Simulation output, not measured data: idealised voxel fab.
The following process module bears the name voxel self aligned contacts.
For reference, the cross-section in this document is cut, with width 270 nm and square cells of 5 nm.
In what follows, cross-sections appear as grids of square cells, described through bands that run from the top down, where every band is one or more rows of cells. Band: top and bottom heights (nm) first, top before bottom; then materials from left to right, widths in nm. "full width" marks a sole material filling the band edge to edge. "blank" denotes empty space. Height is counted from the level 0, under which the received wafer is composed throughout of one material. The lowest of the bands is not closed at the bottom but continues downward, in the notation "0 and below". You'd read "30 to 40" like this: the band's top row of cells is as wide as the first number, its bottom row is as wide as the second, and going down, every row changes width by the same amount as the row before did. You'll sometimes find "no alteration" written for a step, and that's the way of saying that nowhere in the cross-section did a cell change during that step. Reported under the label "Catalogued sealed voids" are the empty spaces having no open way to the top and comprising 8 cells or more; the notation for each is width x height at distance, in which the distance is measured from the left edge and all three values are in nm. What comes after the settings on a step's line is commentary from the simulator itself on that step. overlay nm: mask offset rightward from planned place, masked step; negative means leftward offset.
**List of planned process steps**
1 RECEIVE: material Si
2 OXIDIZE: depth nm 5
3 DIRECTIONAL_DEP: material polySi, thk nm 30
4 DIRECTIONAL_DEP: material SiN, thk nm 20
5 DIRECTIONAL_DEP: material aC, thk nm 10
6 PATTERN: tone cover, mask id GATE, material resist, width nm 35, pitch nm 70, thk nm 25, overlay nm 0
7 DIRECTIONAL_ETCH: etch materials aC, depth nm 10
8 STRIP: etch materials resist
9 DIRECTIONAL_ETCH: etch materials SiN, depth nm 20
10 DIRECTIONAL_ETCH: etch materials polySi, depth nm 30
11 STRIP: etch materials aC
12 CONFORMAL_DEP: material SiN, thk nm 10
13 DIRECTIONAL_ETCH: etch materials SiN, depth nm 10
14 FILL_DEP: material SiO2, thk nm 15
15 CMP: height nm 60
16 PATTERN: tone open, mask id CONTACT, material resist, width nm 45, pitch nm 70, thk nm 15, overlay nm -15
17 DIRECTIONAL_ETCH: etch materials SiO2, depth nm 65
18 STRIP: etch materials resist
19 CONFORMAL_DEP: material TiN, thk nm 5
20 FILL_DEP: material Ru, thk nm 5
21 CMP: height nm 60
22 CONFORMAL_DEP: material SiN, thk nm 5
The value of overlay nm given for step 16 in the plan refers to the first wafer; the wafers vary in this setting and are alike at the start.
**First of several wafers (as received, post step 1), cross-sectional view**
0 and below  Si full width
Catalogued sealed voids: none
**Quick key for the table: a row per wafer, taken at the end of the module. For each material it tells you how many cells the wafer gained (+) or lost (-) since it came in, and the closed voids come after**
overlay nm -15, +36 Ru, -54 Si, +258 SiN, +270 SiO2, +66 TiN, +126 polySi, Catalogued sealed voids: none
overlay nm -10, +36 Ru, -54 Si, +258 SiN, +270 SiO2, +66 TiN, +126 polySi, Catalogued sealed voids: none
overlay nm -5, +36 Ru, -54 Si, +258 SiN, +270 SiO2, +66 TiN, +126 polySi, Catalogued sealed voids: none
overlay nm 0, +36 Ru, -54 Si, +258 SiN, +270 SiO2, +66 TiN, +126 polySi, Catalogued sealed voids: none
overlay nm 5, +36 Ru, -54 Si, +258 SiN, +270 SiO2, +66 TiN, +126 polySi, Catalogued sealed voids: none
overlay nm 10, +36 Ru, -54 Si, +258 SiN, +270 SiO2, +66 TiN, +126 polySi, Catalogued sealed voids: none
overlay nm 15, +36 Ru, -54 Si, +258 SiN, +270 SiO2, +66 TiN, +126 polySi, Catalogued sealed voids: none
